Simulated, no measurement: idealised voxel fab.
Title: Process Module voxel self aligned vias
The cross-section shown here is cut; it is 170 nm wide and divided into square cells measuring 5 nm on a side.
This document writes a cross-section as a grid whose cells are square, and gives it as bands, listed from the top down; one or more rows of cells form a band. Heights first: top, then bottom, in nm. Then materials, left to right, each with a width in nm. "all across" on a single material: fills the band edge to edge. "empty": empty space. Heights are expressed relative to 0, this being the level below which the as-received wafer comprises one material exclusively. The lowest band is unbounded in the downward direction and is denoted as in "0 and below". The width entry "30->40" should be interpreted row by row: the top row of cells in the band takes the first number, the bottom row takes the second number, and the change between adjacent rows is uniform throughout. Any step labelled "remains unaltered" changed none of the cells in the cross-section. In "Sealed void listing" the enclosed voids are listed, meaning empty spaces of 8 cells or larger without any opening to the top. The form is width x height at distance, distance from the left edge, units nm. The remark found on a step's line after its settings is issued by the simulator itself and pertains to that step. The setting "overlay nm" may be written on the line of a step. When the step uses a mask, the value reports how far to the right of the planned place the mask lay, and a negative value reports that it lay to the left.

The process steps that were planned are listed below:
step 1: RECEIVE [material Si]
step 2: CONFORMAL_DEP [material SiO2] [thk nm 10]
step 3: CONFORMAL_DEP [material SiCN] [thk nm 5]
step 4: DIRECTIONAL_DEP [material lowk] [thk nm 20]
step 5: MASKED_ETCH [tone open] [mask id LINES] [width nm 30] [pitch nm 80] [etch materials lowk] [depth nm 20] [overlay nm 0]
step 6: CONFORMAL_DEP [material TiN] [thk nm 5]
step 7: FILL_DEP [material Ru] [thk nm 10]
step 8: CMP [height nm 35]
step 9: SELECTIVE_ETCH [etch materials W Ru TiN] [depth nm 5]
step 10: FILL_DEP [material SiN] [thk nm 5]
step 11: CMP [height nm 35]
step 12: DIRECTIONAL_DEP [material lowk] [thk nm 20]
step 13: DIRECTIONAL_DEP [material aC] [thk nm 10]
step 14: PATTERN [tone open] [mask id VIAS] [material resist] [width nm 50] [thk nm 30] [overlay nm 0]
step 15: DIRECTIONAL_ETCH [etch materials aC] [depth nm 10]
step 16: STRIP [etch materials resist]
step 17: DIRECTIONAL_ETCH [etch materials lowk] [depth nm 20]
step 18: DIRECTIONAL_ETCH [etch materials SiN] [depth nm 5]
step 19: STRIP [etch materials aC]
step 20: CONFORMAL_DEP [material TiN] [thk nm 5]
step 21: FILL_DEP [material Ru] [thk nm 10]
step 22: CMP [height nm 55]
step 23: CONFORMAL_DEP [material SiCN] [thk nm 5]

First wafer out of two, processed as planned:

Here's what the wafer looked like in cross-section when it arrived - that's after step 1:
    0 and below = Si all across
    Sealed void listing: none

Cross-section: wafer state after step 2:
    10 down to 0 = SiO2 all across
    Whatever lies below 0 is exactly as it was before.

Cross-section: wafer state after step 3:
    15 down to 10 = SiCN all across
    Whatever lies below 10 is exactly as it was before.

Cross-section: wafer state after step 4:
    35 down to 15 = lowk all across
    Whatever lies below 15 is exactly as it was before.

Cross-section: wafer state after step 5:
    35 down to 15 = 30 nm lowk, then 30 nm empty, then 50 nm lowk, then 30 nm empty, then 30 nm lowk
    Whatever lies below 15 is exactly as it was before.

Cross-section: wafer state after step 6:
    40 down to 35 = 35 nm TiN, then 20 nm empty, then 60 nm TiN, then 20 nm empty, then 35 nm TiN
    35 down to 20 = 30 nm lowk, then 5 nm TiN, then 20 nm empty, then 5 nm TiN, then 50 nm lowk, then 5 nm TiN, then 20 nm empty, then 5 nm TiN, then 30 nm lowk
    20 down to 15 = 30 nm lowk, then 30 nm TiN, then 50 nm lowk, then 30 nm TiN, then 30 nm lowk
    Whatever lies below 15 is exactly as it was before.

Cross-section: wafer state after step 7:
    50 down to 40 = Ru all across
    40 down to 35 = 35 nm TiN, then 20 nm Ru, then 60 nm TiN, then 20 nm Ru, then 35 nm TiN
    35 down to 20 = 30 nm lowk, then 5 nm TiN, then 20 nm Ru, then 5 nm TiN, then 50 nm lowk, then 5 nm TiN, then 20 nm Ru, then 5 nm TiN, then 30 nm lowk
    Whatever lies below 20 is exactly as it was before.

Cross-section: wafer state after step 8:
    35 down to 20 = 30 nm lowk, then 5 nm TiN, then 20 nm Ru, then 5 nm TiN, then 50 nm lowk, then 5 nm TiN, then 20 nm Ru, then 5 nm TiN, then 30 nm lowk
    Whatever lies below 20 is exactly as it was before.

Cross-section: wafer state after step 9:
    35 down to 30 = 30 nm lowk, then 30 nm empty, then 50 nm lowk, then 30 nm empty, then 30 nm lowk
    Whatever lies below 30 is exactly as it was before.

Cross-section: wafer state after step 10:
    40 down to 35 = SiN all across
    35 down to 30 = 30 nm lowk, then 30 nm SiN, then 50 nm lowk, then 30 nm SiN, then 30 nm lowk
    Whatever lies below 30 is exactly as it was before.

Cross-section: wafer state after step 11:
    35 down to 30 = 30 nm lowk, then 30 nm SiN, then 50 nm lowk, then 30 nm SiN, then 30 nm lowk
    Whatever lies below 30 is exactly as it was before.

Cross-section: wafer state after step 12:
    55 down to 35 = lowk all across
    Whatever lies below 35 is exactly as it was before.

Cross-section: wafer state after step 13:
    65 down to 55 = aC all across
    Whatever lies below 55 is exactly as it was before.

Cross-section: wafer state after step 14:
    95 down to 65 = 20 nm resist, then 50 nm empty, then 100 nm resist
    Whatever lies below 65 is exactly as it was before.

Cross-section: wafer state after step 15:
    85 down to 65 = 20 nm resist, then 50 nm empty, then 100 nm resist
    65 down to 55 = 20 nm aC, then 50 nm empty, then 100 nm aC
    Whatever lies below 55 is exactly as it was before.

Cross-section: wafer state after step 16:
    65 down to 55 = 20 nm aC, then 50 nm empty, then 100 nm aC
    Whatever lies below 55 is exactly as it was before.

Cross-section: wafer state after step 17:
    65 down to 55 = 20 nm aC, then 50 nm empty, then 100 nm aC
    55 down to 35 = 20 nm lowk, then 50 nm empty, then 100 nm lowk
    Whatever lies below 35 is exactly as it was before.

Cross-section: wafer state after step 18:
    65 down to 55 = 20 nm aC, then 50 nm empty, then 100 nm aC
    55 down to 35 = 20 nm lowk, then 50 nm empty, then 100 nm lowk
    35 down to 30 = 30 nm lowk, then 30 nm empty, then 50 nm lowk, then 30 nm SiN, then 30 nm lowk
    Whatever lies below 30 is exactly as it was before.

Cross-section: wafer state after step 19:
    55 down to 35 = 20 nm lowk, then 50 nm empty, then 100 nm lowk
    Whatever lies below 35 is exactly as it was before.

Cross-section: wafer state after step 20:
    60 down to 55 = 25 nm TiN, then 40 nm empty, then 105 nm TiN
    55 down to 40 = 20 nm lowk, then 5 nm TiN, then 40 nm empty, then 5 nm TiN, then 100 nm lowk
    40 down to 35 = 20 nm lowk, then 15 nm TiN, then 20 nm empty, then 15 nm TiN, then 100 nm lowk
    35 down to 30 = 30 nm lowk, then 30 nm TiN, then 50 nm lowk, then 30 nm SiN, then 30 nm lowk
    Whatever lies below 30 is exactly as it was before.

Cross-section: wafer state after step 21:
    70 down to 60 = Ru all across
    60 down to 55 = 25 nm TiN, then 40 nm Ru, then 105 nm TiN
    55 down to 40 = 20 nm lowk, then 5 nm TiN, then 40 nm Ru, then 5 nm TiN, then 100 nm lowk
    40 down to 35 = 20 nm lowk, then 15 nm TiN, then 20 nm Ru, then 15 nm TiN, then 100 nm lowk
    Whatever lies below 35 is exactly as it was before.

Cross-section: wafer state after step 22:
    55 down to 40 = 20 nm lowk, then 5 nm TiN, then 40 nm Ru, then 5 nm TiN, then 100 nm lowk
    Whatever lies below 40 is exactly as it was before.

Cross-section: wafer state after step 23:
    60 down to 55 = SiCN all across
    Whatever lies below 55 is exactly as it was before.

For the second wafer, take the first wafer's start and plan, then add one mistake made in running it; everything through step 2, that step included, is shared with the first:

Second wafer: cross-section at the scheduled end of step 3:
    30 down to 10 = lowk all across
    Whatever lies below 10 is exactly as it was before.

Second wafer: cross-section at the scheduled end of step 4:
    35 down to 30 = SiCN all across
    Whatever lies below 30 is exactly as it was before.

Second wafer: cross-section at the scheduled end of step 5: remains unaltered

Second wafer: cross-section at the scheduled end of step 6:
    40 down to 35 = TiN all across
    Whatever lies below 35 is exactly as it was before.

Second wafer: cross-section at the scheduled end of step 7:
    50 down to 40 = Ru all across
    Whatever lies below 40 is exactly as it was before.

Second wafer: cross-section at the scheduled end of step 8:
    35 down to 30 = SiCN all across
    Whatever lies below 30 is exactly as it was before.

Second wafer: cross-section at the scheduled end of step 9: remains unaltered

Second wafer: cross-section at the scheduled end of step 10:
    40 down to 35 = SiN all across
    Whatever lies below 35 is exactly as it was before.

Second wafer: cross-section at the scheduled end of step 11:
    35 down to 30 = SiCN all across
    Whatever lies below 30 is exactly as it was before.

Second wafer: cross-section at the scheduled end of step 12:
    55 down to 35 = lowk all across
    Whatever lies below 35 is exactly as it was before.

Second wafer: cross-section at the scheduled end of step 13:
    65 down to 55 = aC all across
    Whatever lies below 55 is exactly as it was before.

Second wafer: cross-section at the scheduled end of step 14:
    95 down to 65 = 20 nm resist, then 50 nm empty, then 100 nm resist
    Whatever lies below 65 is exactly as it was before.

Second wafer: cross-section at the scheduled end of step 15:
    85 down to 65 = 20 nm resist, then 50 nm empty, then 100 nm resist
    65 down to 55 = 20 nm aC, then 50 nm empty, then 100 nm aC
    Whatever lies below 55 is exactly as it was before.

Second wafer: cross-section at the scheduled end of step 16:
    65 down to 55 = 20 nm aC, then 50 nm empty, then 100 nm aC
    Whatever lies below 55 is exactly as it was before.

Second wafer: cross-section at the scheduled end of step 17:
    65 down to 55 = 20 nm aC, then 50 nm empty, then 100 nm aC
    55 down to 35 = 20 nm lowk, then 50 nm empty, then 100 nm lowk
    Whatever lies below 35 is exactly as it was before.

Second wafer: cross-section at the scheduled end of step 18: remains unaltered

Second wafer: cross-section at the scheduled end of step 19:
    55 down to 35 = 20 nm lowk, then 50 nm empty, then 100 nm lowk
    Whatever lies below 35 is exactly as it was before.

Second wafer: cross-section at the scheduled end of step 20:
    60 down to 55 = 25 nm TiN, then 40 nm empty, then 105 nm TiN
    55 down to 40 = 20 nm lowk, then 5 nm TiN, then 40 nm empty, then 5 nm TiN, then 100 nm lowk
    40 down to 35 = 20 nm lowk, then 50 nm TiN, then 100 nm lowk
    Whatever lies below 35 is exactly as it was before.

Second wafer: cross-section at the scheduled end of step 21:
    70 down to 60 = Ru all across
    60 down to 55 = 25 nm TiN, then 40 nm Ru, then 105 nm TiN
    55 down to 40 = 20 nm lowk, then 5 nm TiN, then 40 nm Ru, then 5 nm TiN, then 100 nm lowk
    Whatever lies below 40 is exactly as it was before.

Second wafer: cross-section at the scheduled end of step 22:
    55 down to 40 = 20 nm lowk, then 5 nm TiN, then 40 nm Ru, then 5 nm TiN, then 100 nm lowk
    Whatever lies below 40 is exactly as it was before.

Second wafer: cross-section at the scheduled end of step 23:
    60 down to 55 = SiCN all across
    Whatever lies below 55 is exactly as it was before.
What broke from the plan during processing? the executed order of steps 3 and 4 is the reverse of that specified in the plan, each step having taken the other's position
Bottom line after processing is that, in cells, the second wafer is up or down on some materials versus the first: -20 Ru, -6 SiN, -22 TiN, +48 lowk
